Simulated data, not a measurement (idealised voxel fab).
Name of the process module below: voxel capacitor over wiring
cross-section cut | 145 nm wide | cells 5 nm
Cross-section layout: square cells on a grid; listed as bands, top to bottom; a band spans one or more cell rows. Each band's line starts with the height of the band's top and of its bottom, in nm. Then come its materials from left to right, each with its width in nm. One material with "throughout" fills the band from edge to edge. "blank" is empty space. A quick word on heights: they are counted from 0, and under that level the wafer as it came to us is one material throughout. The lowest band is different from the rest in having no bottom; it simply continues downward, written as in "0 down". It should be noted that a width expressed as "30..40" varies in equal increments from row to row of cells within the band, taking the value of the first number at the top row and that of the second number at the bottom row. Key: "nothing changed" - step with no changed cell in the cross-section. Entry "Tabulated closed voids" = empty spaces >= 8 cells with no open way to the top; each as width x height at distance, distance from left edge, all nm. The remark found on a step's line after its settings is issued by the simulator itself and pertains to that step. For masked steps, "overlay nm" on the step line gives how far right of plan the mask actually lay; a minus sign means it lay to the left.
-- The steps planned for the process are as follows
- 1: op RECEIVE | material Si
- 2: op CONFORMAL_DEP | material SiO2 | thk nm 15
- 3: op CONFORMAL_DEP | material SiCN | thk nm 5
- 4: op DIRECTIONAL_DEP | material lowk | thk nm 15
- 5: op PATTERN | tone open | mask id METAL_1 | material resist | width nm 25 | pitch nm 90 | thk nm 15 | overlay nm 0
- 6: op DIRECTIONAL_ETCH | etch materials lowk | depth nm 15
- 7: op DIRECTIONAL_ETCH | etch materials SiCN | depth nm 5
- 8: op STRIP | etch materials resist
- 9: op CONFORMAL_DEP | material TiN | thk nm 5
- 10: op FILL_DEP | material Ru | thk nm 5
- 11: op CMP | height nm 35
- 12: op EPI | material Ru | thk nm 5
- 13: op FILL_DEP | material SiCN | thk nm 5
- 14: op DIRECTIONAL_DEP | material lowk | thk nm 10
- 15: op MASKED_ETCH | tone open | mask id PLUG_1 | width nm 15 | etch materials lowk | depth nm 10 | overlay nm 0
- 16: op MASKED_ETCH | tone open | mask id PLUG_1 | width nm 15 | etch materials SiCN | depth nm 5 | overlay nm 0
- 17: op CONFORMAL_DEP | material TiN | thk nm 5
- 18: op FILL_DEP | material Ru | thk nm 5
- 19: op CMP | height nm 55
- 20: op DIRECTIONAL_DEP | material TiN | thk nm 10
- 21: op DIRECTIONAL_DEP | material SiN | thk nm 5
- 22: op DIRECTIONAL_DEP | material TiN | thk nm 5
- 23: op PATTERN | tone cover | mask id UPPER_PLATE | material resist | width nm 70 | thk nm 20 | overlay nm -10
- 24: op DIRECTIONAL_ETCH | etch materials TiN | depth nm 5
- 25: op DIRECTIONAL_ETCH | etch materials SiN | depth nm 5
- 26: op STRIP | etch materials resist
- 27: op MASKED_ETCH | tone cover | mask id LOWER_PLATE | width nm 80 | etch materials TiN | depth nm 10 | overlay nm 0
- 28: op FILL_DEP | material SiO2 | thk nm 15
- 29: op CMP | height nm 85
- 30: op PATTERN | tone open | mask id PLUG_2 | material resist | width nm 15 | thk nm 20 | overlay nm 0
- 31: op DIRECTIONAL_ETCH | etch materials SiO2 | depth nm 10
- 32: op STRIP | etch materials resist
- 33: op CONFORMAL_DEP | material TiN | thk nm 5
- 34: op FILL_DEP | material Ru | thk nm 10
- 35: op CMP | height nm 85
- 36: op CONFORMAL_DEP | material SiCN | thk nm 5
The plan shows the overlay nm of step 23 as the first wafer had it; this setting differs between the wafers, which start out alike.
-- Cross-section: the first of several wafers in its as-received state, i.e. following step 1
    0 down  Si throughout
    Tabulated closed voids: none
-- Shown in cross-section: the first of several wafers at the end of the module, after its last step, step 36
    90 to 85  SiCN throughout
    85 to 80  SiO2=35  TiN=5  Ru=5  TiN=5  SiO2=95
    80 to 70  SiO2=35..20  TiN=15..65  SiO2=95..60
    70 to 65  SiO2=15  SiN=70  SiO2=60
    65 to 55  SiO2=15  TiN=85  SiO2=45
    55 to 45  lowk=25  TiN=5  Ru=5  TiN=5  lowk=105
    45 to 40  SiCN=25  TiN=15  SiCN=105
    40 to 35  SiCN=10  Ru=35  SiCN=55  Ru=35  SiCN=10
    35 to 20  lowk=15  TiN=5  Ru=15  TiN=5  lowk=65  TiN=5  Ru=15  TiN=5  lowk=15
    20 to 15  SiCN=15  TiN=25  SiCN=65  TiN=25  SiCN=15
    15 to 0  SiO2 throughout
    0 down  Si throughout
    Tabulated closed voids: none
-- Cross-section of the last wafer at end of module
    90 to 85  SiCN throughout
    85 to 80  SiO2=35  TiN=5  Ru=5  TiN=5  SiO2=95
    80 to 70  SiO2=35..40  TiN=15..60  SiO2=95..45
    70 to 65  SiO2=40  SiN=70  SiO2=35
    65 to 55  SiO2=20  TiN=90  SiO2=35
    55 to 45  lowk=25  TiN=5  Ru=5  TiN=5  lowk=105
    45 to 40  SiCN=25  TiN=15  SiCN=105
    40 to 35  SiCN=10  Ru=35  SiCN=55  Ru=35  SiCN=10
    35 to 20  lowk=15  TiN=5  Ru=15  TiN=5  lowk=65  TiN=5  Ru=15  TiN=5  lowk=15
    20 to 15  SiCN=15  TiN=25  SiCN=65  TiN=25  SiCN=15
    15 to 0  SiO2 throughout
    0 down  Si throughout
    Tabulated closed voids: none
-- End of module, by wafer: material-by-material cell gain (+) or loss (-) since receipt, then closed voids
overlay nm -10; +35 Ru; +89 SiCN; +14 SiN; +194 SiO2; +81 TiN; +109 lowk; Tabulated closed voids: none
overlay nm -5; +35 Ru; +89 SiCN; +14 SiN; +195 SiO2; +80 TiN; +109 lowk; Tabulated closed voids: none
overlay nm 0; +35 Ru; +89 SiCN; +14 SiN; +195 SiO2; +80 TiN; +109 lowk; Tabulated closed voids: none
overlay nm 5; +35 Ru; +89 SiCN; +14 SiN; +195 SiO2; +80 TiN; +109 lowk; Tabulated closed voids: none
overlay nm 10; +35 Ru; +89 SiCN; +14 SiN; +194 SiO2; +81 TiN; +109 lowk; Tabulated closed voids: none
overlay nm 15; +35 Ru; +89 SiCN; +14 SiN; +193 SiO2; +82 TiN; +109 lowk; Tabulated closed voids: none
